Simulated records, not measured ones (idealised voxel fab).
The process module presented herein is designated voxel wiring stack.
We display cut, a cross-section 275 nm in width whose square cells are each 5 nm.
Think of the cross-section as a grid of square cells. We describe it in bands, top to bottom, and each band covers one or more rows of those cells.
Band: top height; bottom height; in nm. Then, left to right: material with width in nm, for each material. "throughout": a single material spanning edge to edge. "blank": empty space.
Where do heights start? At 0: under that level the wafer as delivered is made of one material only. And the lowest band has no floor; it just carries on downward, as in "0 nm and below".
Graded width ("30 to 40"): value in top row of band = first number; value in bottom row = second number; row-to-row change constant.
Where a step carries "nothing altered", the cross-section came out of it unchanged, cell for cell.
You'll see "Voids lacking openings" listing empty spaces that have no way open to the top, as long as they're 8 cells or more; the notation is width x height at distance, where the distance is from the left edge, and all of it is in nm.
Read whatever lies past the settings on a step's line as the simulator's own remark about the step.
Each step line may optionally specify "overlay nm", which for a step with a mask gives the rightward distance between the mask's planned place and where it lay, a negative value indicating the leftward direction.

## The following list gives the planned process steps
1 RECEIVE with material Si
2 CONFORMAL_DEP with material SiO2, thk nm 10
3 CONFORMAL_DEP with material SiN, thk nm 5
4 DIRECTIONAL_DEP with material SiO2, thk nm 15
5 DIRECTIONAL_DEP with material aC, thk nm 10
6 PATTERN with tone open, mask id METAL_1, material resist, width nm 20, pitch nm 40, thk nm 25, overlay nm 0
7 DIRECTIONAL_ETCH with etch materials aC, depth nm 10
8 STRIP with etch materials resist
9 DIRECTIONAL_ETCH with etch materials SiO2, depth nm 15
10 DIRECTIONAL_ETCH with etch materials SiN, depth nm 5
11 STRIP with etch materials aC
12 CONFORMAL_DEP with material TiN, thk nm 5
13 FILL_DEP with material Cu, thk nm 5
14 CMP with height nm 30
15 CONFORMAL_DEP with material SiCN, thk nm 5
16 DIRECTIONAL_DEP with material SiO2, thk nm 20
17 MASKED_ETCH with tone open, mask id PLUG_1, width nm 15, pitch nm 40, etch materials SiO2, depth nm 20, overlay nm 0
18 MASKED_ETCH with tone open, mask id PLUG_1, width nm 15, pitch nm 40, etch materials SiCN, depth nm 5, overlay nm 0
19 EPI with material Ru, thk nm 10
20 EPI with material Ru, thk nm 10
21 EPI with material Ru, thk nm 5
22 CONFORMAL_DEP with material SiN, thk nm 5
23 DIRECTIONAL_DEP with material SiO2, thk nm 20
24 DIRECTIONAL_DEP with material aC, thk nm 10
25 PATTERN with tone open, mask id METAL_2, material resist, width nm 20, pitch nm 40, thk nm 25, overlay nm 0
26 DIRECTIONAL_ETCH with etch materials aC, depth nm 10
27 STRIP with etch materials resist
28 DIRECTIONAL_ETCH with etch materials SiO2, depth nm 20
29 DIRECTIONAL_ETCH with etch materials SiN, depth nm 5
30 STRIP with etch materials aC
31 CONFORMAL_DEP with material TiN, thk nm 5
32 FILL_DEP with material Ru, thk nm 10
33 CMP with height nm 80
34 CONFORMAL_DEP with material SiCN, thk nm 5
35 DIRECTIONAL_DEP with material lowk, thk nm 20
36 DIRECTIONAL_DEP with material aC, thk nm 15
37 PATTERN with tone open, mask id PLUG_2, material resist, width nm 15, pitch nm 40, thk nm 30, overlay nm 0
38 DIRECTIONAL_ETCH with etch materials aC, depth nm 15
39 STRIP with etch materials resist
40 DIRECTIONAL_ETCH with etch materials lowk, depth nm 20
41 DIRECTIONAL_ETCH with etch materials SiCN, depth nm 5
42 STRIP with etch materials aC
43 CONFORMAL_DEP with material TiN, thk nm 5
44 FILL_DEP with material W, thk nm 10
45 CMP with height nm 105
46 DIRECTIONAL_DEP with material TiN, thk nm 5
47 DIRECTIONAL_DEP with material W, thk nm 15
48 MASKED_ETCH with tone cover, mask id METAL_3, width nm 20, pitch nm 40, etch materials W, depth nm 15, overlay nm 0
49 MASKED_ETCH with tone cover, mask id METAL_3, width nm 20, pitch nm 40, etch materials TiN, depth nm 5, overlay nm 0
50 FILL_DEP with material lowk, thk nm 5
51 CMP with height nm 125
52 CONFORMAL_DEP with material SiCN, thk nm 5

## Of two wafers, the first: run according to plan

## Delivered wafer in cross-section: state after step 1
    0 nm and below  Si throughout
    Voids lacking openings: none

## after step 2
    10 nm to 0 nm  SiO2 throughout
    Anything lower than 0 is untouched.

## after step 3
    15 nm to 10 nm  SiN throughout
    Anything lower than 10 is untouched.

## after step 4
    30 nm to 15 nm  SiO2 throughout
    Anything lower than 15 is untouched.

## after step 5
    40 nm to 30 nm  aC throughout
    Anything lower than 30 is untouched.

## after step 6
    65 nm to 40 nm  resist (65); blank (20); resist (20); blank (20); resist (20); blank (20); resist (20); blank (20); resist (70)
    Anything lower than 40 is untouched.

## after step 7
    55 nm to 40 nm  resist (65); blank (20); resist (20); blank (20); resist (20); blank (20); resist (20); blank (20); resist (70)
    40 nm to 30 nm  aC (65); blank (20); aC (20); blank (20); aC (20); blank (20); aC (20); blank (20); aC (70)
    Anything lower than 30 is untouched.

## after step 8
    40 nm to 30 nm  aC (65); blank (20); aC (20); blank (20); aC (20); blank (20); aC (20); blank (20); aC (70)
    Anything lower than 30 is untouched.

## after step 9
    40 nm to 30 nm  aC (65); blank (20); aC (20); blank (20); aC (20); blank (20); aC (20); blank (20); aC (70)
    30 nm to 15 nm  SiO2 (65); blank (20); SiO2 (20); blank (20); SiO2 (20); blank (20); SiO2 (20); blank (20); SiO2 (70)
    Anything lower than 15 is untouched.

## after step 10
    40 nm to 30 nm  aC (65); blank (20); aC (20); blank (20); aC (20); blank (20); aC (20); blank (20); aC (70)
    30 nm to 15 nm  SiO2 (65); blank (20); SiO2 (20); blank (20); SiO2 (20); blank (20); SiO2 (20); blank (20); SiO2 (70)
    15 nm to 10 nm  SiN (65); blank (20); SiN (20); blank (20); SiN (20); blank (20); SiN (20); blank (20); SiN (70)
    Anything lower than 10 is untouched.

## after step 11
    30 nm to 15 nm  SiO2 (65); blank (20); SiO2 (20); blank (20); SiO2 (20); blank (20); SiO2 (20); blank (20); SiO2 (70)
    Anything lower than 15 is untouched.

## after step 12
    35 nm to 30 nm  TiN (70); blank (10); TiN (30); blank (10); TiN (30); blank (10); TiN (30); blank (10); TiN (75)
    30 nm to 15 nm  SiO2 (65); TiN (5); blank (10); TiN (5); SiO2 (20); TiN (5); blank (10); TiN (5); SiO2 (20); TiN (5); blank (10); TiN (5); SiO2 (20); TiN (5); blank (10); TiN (5); SiO2 (70)
    15 nm to 10 nm  SiN (65); TiN (20); SiN (20); TiN (20); SiN (20); TiN (20); SiN (20); TiN (20); SiN (70)
    Anything lower than 10 is untouched.

## after step 13
    40 nm to 35 nm  Cu throughout
    35 nm to 30 nm  TiN (70); Cu (10); TiN (30); Cu (10); TiN (30); Cu (10); TiN (30); Cu (10); TiN (75)
    30 nm to 15 nm  SiO2 (65); TiN (5); Cu (10); TiN (5); SiO2 (20); TiN (5); Cu (10); TiN (5); SiO2 (20); TiN (5); Cu (10); TiN (5); SiO2 (20); TiN (5); Cu (10); TiN (5); SiO2 (70)
    Anything lower than 15 is untouched.

## after step 14
    30 nm to 15 nm  SiO2 (65); TiN (5); Cu (10); TiN (5); SiO2 (20); TiN (5); Cu (10); TiN (5); SiO2 (20); TiN (5); Cu (10); TiN (5); SiO2 (20); TiN (5); Cu (10); TiN (5); SiO2 (70)
    Anything lower than 15 is untouched.

## after step 15
    35 nm to 30 nm  SiCN throughout
    Anything lower than 30 is untouched.

## after step 16
    55 nm to 35 nm  SiO2 throughout
    Anything lower than 35 is untouched.

## after step 17
    55 nm to 35 nm  SiO2 (65); blank (15); SiO2 (25); blank (15); SiO2 (25); blank (15); SiO2 (25); blank (15); SiO2 (75)
    Anything lower than 35 is untouched.

## after step 18
    55 nm to 35 nm  SiO2 (65); blank (15); SiO2 (25); blank (15); SiO2 (25); blank (15); SiO2 (25); blank (15); SiO2 (75)
    35 nm to 30 nm  SiCN (65); blank (15); SiCN (25); blank (15); SiCN (25); blank (15); SiCN (25); blank (15); SiCN (75)
    Anything lower than 30 is untouched.

## after step 19
    55 nm to 40 nm  SiO2 (65); blank (15); SiO2 (25); blank (15); SiO2 (25); blank (15); SiO2 (25); blank (15); SiO2 (75)
    40 nm to 35 nm  SiO2 (65); Ru (15); SiO2 (25); Ru (15); SiO2 (25); Ru (15); SiO2 (25); Ru (15); SiO2 (75)
    35 nm to 30 nm  SiCN (65); Ru (15); SiCN (25); Ru (15); SiCN (25); Ru (15); SiCN (25); Ru (15); SiCN (75)
    Anything lower than 30 is untouched.

## after step 20
    55 nm to 50 nm  SiO2 (65); blank (15); SiO2 (25); blank (15); SiO2 (25); blank (15); SiO2 (25); blank (15); SiO2 (75)
    50 nm to 35 nm  SiO2 (65); Ru (15); SiO2 (25); Ru (15); SiO2 (25); Ru (15); SiO2 (25); Ru (15); SiO2 (75)
    Anything lower than 35 is untouched.

## after step 21
    55 nm to 35 nm  SiO2 (65); Ru (15); SiO2 (25); Ru (15); SiO2 (25); Ru (15); SiO2 (25); Ru (15); SiO2 (75)
    Anything lower than 35 is untouched.

## after step 22
    60 nm to 55 nm  SiN throughout
    Anything lower than 55 is untouched.

## after step 23
    80 nm to 60 nm  SiO2 throughout
    Anything lower than 60 is untouched.

## after step 24
    90 nm to 80 nm  aC throughout
    Anything lower than 80 is untouched.

## after step 25
    115 nm to 90 nm  resist (65); blank (20); resist (20); blank (20); resist (20); blank (20); resist (20); blank (20); resist (70)
    Anything lower than 90 is untouched.

## after step 26
    105 nm to 90 nm  resist (65); blank (20); resist (20); blank (20); resist (20); blank (20); resist (20); blank (20); resist (70)
    90 nm to 80 nm  aC (65); blank (20); aC (20); blank (20); aC (20); blank (20); aC (20); blank (20); aC (70)
    Anything lower than 80 is untouched.

## after step 27
    90 nm to 80 nm  aC (65); blank (20); aC (20); blank (20); aC (20); blank (20); aC (20); blank (20); aC (70)
    Anything lower than 80 is untouched.

## after step 28
    90 nm to 80 nm  aC (65); blank (20); aC (20); blank (20); aC (20); blank (20); aC (20); blank (20); aC (70)
    80 nm to 60 nm  SiO2 (65); blank (20); SiO2 (20); blank (20); SiO2 (20); blank (20); SiO2 (20); blank (20); SiO2 (70)
    Anything lower than 60 is untouched.

## after step 29
    90 nm to 80 nm  aC (65); blank (20); aC (20); blank (20); aC (20); blank (20); aC (20); blank (20); aC (70)
    80 nm to 60 nm  SiO2 (65); blank (20); SiO2 (20); blank (20); SiO2 (20); blank (20); SiO2 (20); blank (20); SiO2 (70)
    60 nm to 55 nm  SiN (65); blank (20); SiN (20); blank (20); SiN (20); blank (20); SiN (20); blank (20); SiN (70)
    Anything lower than 55 is untouched.

## after step 30
    80 nm to 60 nm  SiO2 (65); blank (20); SiO2 (20); blank (20); SiO2 (20); blank (20); SiO2 (20); blank (20); SiO2 (70)
    Anything lower than 60 is untouched.

## after step 31
    85 nm to 80 nm  TiN (70); blank (10); TiN (30); blank (10); TiN (30); blank (10); TiN (30); blank (10); TiN (75)
    80 nm to 60 nm  SiO2 (65); TiN (5); blank (10); TiN (5); SiO2 (20); TiN (5); blank (10); TiN (5); SiO2 (20); TiN (5); blank (10); TiN (5); SiO2 (20); TiN (5); blank (10); TiN (5); SiO2 (70)
    60 nm to 55 nm  SiN (65); TiN (20); SiN (20); TiN (20); SiN (20); TiN (20); SiN (20); TiN (20); SiN (70)
    Anything lower than 55 is untouched.

## after step 32
    95 nm to 85 nm  Ru throughout
    85 nm to 80 nm  TiN (70); Ru (10); TiN (30); Ru (10); TiN (30); Ru (10); TiN (30); Ru (10); TiN (75)
    80 nm to 60 nm  SiO2 (65); TiN (5); Ru (10); TiN (5); SiO2 (20); TiN (5); Ru (10); TiN (5); SiO2 (20); TiN (5); Ru (10); TiN (5); SiO2 (20); TiN (5); Ru (10); TiN (5); SiO2 (70)
    Anything lower than 60 is untouched.

## after step 33
    80 nm to 60 nm  SiO2 (65); TiN (5); Ru (10); TiN (5); SiO2 (20); TiN (5); Ru (10); TiN (5); SiO2 (20); TiN (5); Ru (10); TiN (5); SiO2 (20); TiN (5); Ru (10); TiN (5); SiO2 (70)
    Anything lower than 60 is untouched.

## after step 34
    85 nm to 80 nm  SiCN throughout
    Anything lower than 80 is untouched.

## after step 35
    105 nm to 85 nm  lowk throughout
    Anything lower than 85 is untouched.

## after step 36
    120 nm to 105 nm  aC throughout
    Anything lower than 105 is untouched.

## after step 37
    150 nm to 120 nm  resist (65); blank (15); resist (25); blank (15); resist (25); blank (15); resist (25); blank (15); resist (75)
    Anything lower than 120 is untouched.

## after step 38
    135 nm to 120 nm  resist (65); blank (15); resist (25); blank (15); resist (25); blank (15); resist (25); blank (15); resist (75)
    120 nm to 105 nm  aC (65); blank (15); aC (25); blank (15); aC (25); blank (15); aC (25); blank (15); aC (75)
    Anything lower than 105 is untouched.

## after step 39
    120 nm to 105 nm  aC (65); blank (15); aC (25); blank (15); aC (25); blank (15); aC (25); blank (15); aC (75)
    Anything lower than 105 is untouched.

## after step 40
    120 nm to 105 nm  aC (65); blank (15); aC (25); blank (15); aC (25); blank (15); aC (25); blank (15); aC (75)
    105 nm to 85 nm  lowk (65); blank (15); lowk (25); blank (15); lowk (25); blank (15); lowk (25); blank (15); lowk (75)
    Anything lower than 85 is untouched.

## after step 41
    120 nm to 105 nm  aC (65); blank (15); aC (25); blank (15); aC (25); blank (15); aC (25); blank (15); aC (75)
    105 nm to 85 nm  lowk (65); blank (15); lowk (25); blank (15); lowk (25); blank (15); lowk (25); blank (15); lowk (75)
    85 nm to 80 nm  SiCN (65); blank (15); SiCN (25); blank (15); SiCN (25); blank (15); SiCN (25); blank (15); SiCN (75)
    Anything lower than 80 is untouched.

## after step 42
    105 nm to 85 nm  lowk (65); blank (15); lowk (25); blank (15); lowk (25); blank (15); lowk (25); blank (15); lowk (75)
    Anything lower than 85 is untouched.

## after step 43
    110 nm to 105 nm  TiN (70); blank (5); TiN (35); blank (5); TiN (35); blank (5); TiN (35); blank (5); TiN (80)
    105 nm to 85 nm  lowk (65); TiN (5); blank (5); TiN (5); lowk (25); TiN (5); blank (5); TiN (5); lowk (25); TiN (5); blank (5); TiN (5); lowk (25); TiN (5); blank (5); TiN (5); lowk (75)
    85 nm to 80 nm  SiCN (65); TiN (15); SiCN (25); TiN (15); SiCN (25); TiN (15); SiCN (25); TiN (15); SiCN (75)
    Anything lower than 80 is untouched.

## after step 44
    120 nm to 110 nm  W throughout
    110 nm to 105 nm  TiN (70); W (5); TiN (35); W (5); TiN (35); W (5); TiN (35); W (5); TiN (80)
    105 nm to 85 nm  lowk (65); TiN (5); W (5); TiN (5); lowk (25); TiN (5); W (5); TiN (5); lowk (25); TiN (5); W (5); TiN (5); lowk (25); TiN (5); W (5); TiN (5); lowk (75)
    Anything lower than 85 is untouched.

## after step 45
    105 nm to 85 nm  lowk (65); TiN (5); W (5); TiN (5); lowk (25); TiN (5); W (5); TiN (5); lowk (25); TiN (5); W (5); TiN (5); lowk (25); TiN (5); W (5); TiN (5); lowk (75)
    Anything lower than 85 is untouched.

## after step 46
    110 nm to 105 nm  TiN throughout
    Anything lower than 105 is untouched.

## after step 47
    125 nm to 110 nm  W throughout
    Anything lower than 110 is untouched.

## after step 48
    125 nm to 110 nm  blank (65); W (20); blank (20); W (20); blank (20); W (20); blank (20); W (20); blank (70)
    Anything lower than 110 is untouched.

## after step 49
    125 nm to 110 nm  blank (65); W (20); blank (20); W (20); blank (20); W (20); blank (20); W (20); blank (70)
    110 nm to 105 nm  blank (65); TiN (20); blank (20); TiN (20); blank (20); TiN (20); blank (20); TiN (20); blank (70)
    Anything lower than 105 is untouched.

## after step 50
    130 nm to 125 nm  lowk throughout
    125 nm to 110 nm  lowk (65); W (20); lowk (20); W (20); lowk (20); W (20); lowk (20); W (20); lowk (70)
    110 nm to 105 nm  lowk (65); TiN (20); lowk (20); TiN (20); lowk (20); TiN (20); lowk (20); TiN (20); lowk (70)
    Anything lower than 105 is untouched.

## after step 51
    125 nm to 110 nm  lowk (65); W (20); lowk (20); W (20); lowk (20); W (20); lowk (20); W (20); lowk (70)
    Anything lower than 110 is untouched.

## after step 52
    130 nm to 125 nm  SiCN throughout
    Anything lower than 125 is untouched.

## Second wafer, same starting conditions and recipe as the first, one mistake in executing it, nothing differs from the first up to and including step 33

## Second wafer shown in cross-section at the time step 34 was slated to end
    85 nm to 80 nm  lowk throughout
    Anything lower than 80 is untouched.

## Second wafer shown in cross-section at the time step 35 was slated to end
    105 nm to 80 nm  lowk throughout
    Anything lower than 80 is untouched.

## Second wafer shown in cross-section at the time step 36 was slated to end
    120 nm to 105 nm  aC throughout
    Anything lower than 105 is untouched.

## Second wafer shown in cross-section at the time step 37 was slated to end
    150 nm to 120 nm  resist (65); blank (15); resist (25); blank (15); resist (25); blank (15); resist (25); blank (15); resist (75)
    Anything lower than 120 is untouched.

## Second wafer shown in cross-section at the time step 38 was slated to end
    135 nm to 120 nm  resist (65); blank (15); resist (25); blank (15); resist (25); blank (15); resist (25); blank (15); resist (75)
    120 nm to 105 nm  aC (65); blank (15); aC (25); blank (15); aC (25); blank (15); aC (25); blank (15); aC (75)
    Anything lower than 105 is untouched.

## Second wafer shown in cross-section at the time step 39 was slated to end
    120 nm to 105 nm  aC (65); blank (15); aC (25); blank (15); aC (25); blank (15); aC (25); blank (15); aC (75)
    Anything lower than 105 is untouched.

## Second wafer shown in cross-section at the time step 40 was slated to end
    120 nm to 105 nm  aC (65); blank (15); aC (25); blank (15); aC (25); blank (15); aC (25); blank (15); aC (75)
    105 nm to 85 nm  lowk (65); blank (15); lowk (25); blank (15); lowk (25); blank (15); lowk (25); blank (15); lowk (75)
    Anything lower than 85 is untouched.

Second wafer shown in cross-section at the time step 41 was slated to end: nothing altered

## Second wafer shown in cross-section at the time step 42 was slated to end
    105 nm to 85 nm  lowk (65); blank (15); lowk (25); blank (15); lowk (25); blank (15); lowk (25); blank (15); lowk (75)
    Anything lower than 85 is untouched.

## Second wafer shown in cross-section at the time step 43 was slated to end
    110 nm to 105 nm  TiN (70); blank (5); TiN (35); blank (5); TiN (35); blank (5); TiN (35); blank (5); TiN (80)
    105 nm to 90 nm  lowk (65); TiN (5); blank (5); TiN (5); lowk (25); TiN (5); blank (5); TiN (5); lowk (25); TiN (5); blank (5); TiN (5); lowk (25); TiN (5); blank (5); TiN (5); lowk (75)
    90 nm to 85 nm  lowk (65); TiN (15); lowk (25); TiN (15); lowk (25); TiN (15); lowk (25); TiN (15); lowk (75)
    Anything lower than 85 is untouched.

## Second wafer shown in cross-section at the time step 44 was slated to end
    120 nm to 110 nm  W throughout
    110 nm to 105 nm  TiN (70); W (5); TiN (35); W (5); TiN (35); W (5); TiN (35); W (5); TiN (80)
    105 nm to 90 nm  lowk (65); TiN (5); W (5); TiN (5); lowk (25); TiN (5); W (5); TiN (5); lowk (25); TiN (5); W (5); TiN (5); lowk (25); TiN (5); W (5); TiN (5); lowk (75)
    Anything lower than 90 is untouched.

## Second wafer shown in cross-section at the time step 45 was slated to end
    105 nm to 90 nm  lowk (65); TiN (5); W (5); TiN (5); lowk (25); TiN (5); W (5); TiN (5); lowk (25); TiN (5); W (5); TiN (5); lowk (25); TiN (5); W (5); TiN (5); lowk (75)
    Anything lower than 90 is untouched.

## Second wafer shown in cross-section at the time step 46 was slated to end
    110 nm to 105 nm  TiN throughout
    Anything lower than 105 is untouched.

## Second wafer shown in cross-section at the time step 47 was slated to end
    125 nm to 110 nm  W throughout
    Anything lower than 110 is untouched.

## Second wafer shown in cross-section at the time step 48 was slated to end
    125 nm to 110 nm  blank (65); W (20); blank (20); W (20); blank (20); W (20); blank (20); W (20); blank (70)
    Anything lower than 110 is untouched.

## Second wafer shown in cross-section at the time step 49 was slated to end
    125 nm to 110 nm  blank (65); W (20); blank (20); W (20); blank (20); W (20); blank (20); W (20); blank (70)
    110 nm to 105 nm  blank (65); TiN (20); blank (20); TiN (20); blank (20); TiN (20); blank (20); TiN (20); blank (70)
    Anything lower than 105 is untouched.

## Second wafer shown in cross-section at the time step 50 was slated to end
    130 nm to 125 nm  lowk throughout
    125 nm to 110 nm  lowk (65); W (20); lowk (20); W (20); lowk (20); W (20); lowk (20); W (20); lowk (70)
    110 nm to 105 nm  lowk (65); TiN (20); lowk (20); TiN (20); lowk (20); TiN (20); lowk (20); TiN (20); lowk (70)
    Anything lower than 105 is untouched.

## Second wafer shown in cross-section at the time step 51 was slated to end
    125 nm to 110 nm  lowk (65); W (20); lowk (20); W (20); lowk (20); W (20); lowk (20); W (20); lowk (70)
    Anything lower than 110 is untouched.

## Second wafer shown in cross-section at the time step 52 was slated to end
    130 nm to 125 nm  SiCN throughout
    Anything lower than 125 is untouched.
what went wrong: not per plan at step 34, really ran CONFORMAL_DEP with material lowk, thk nm 5
at the end the second wafer has, in cells: -43 SiCN; -8 TiN; -4 W; +55 lowk
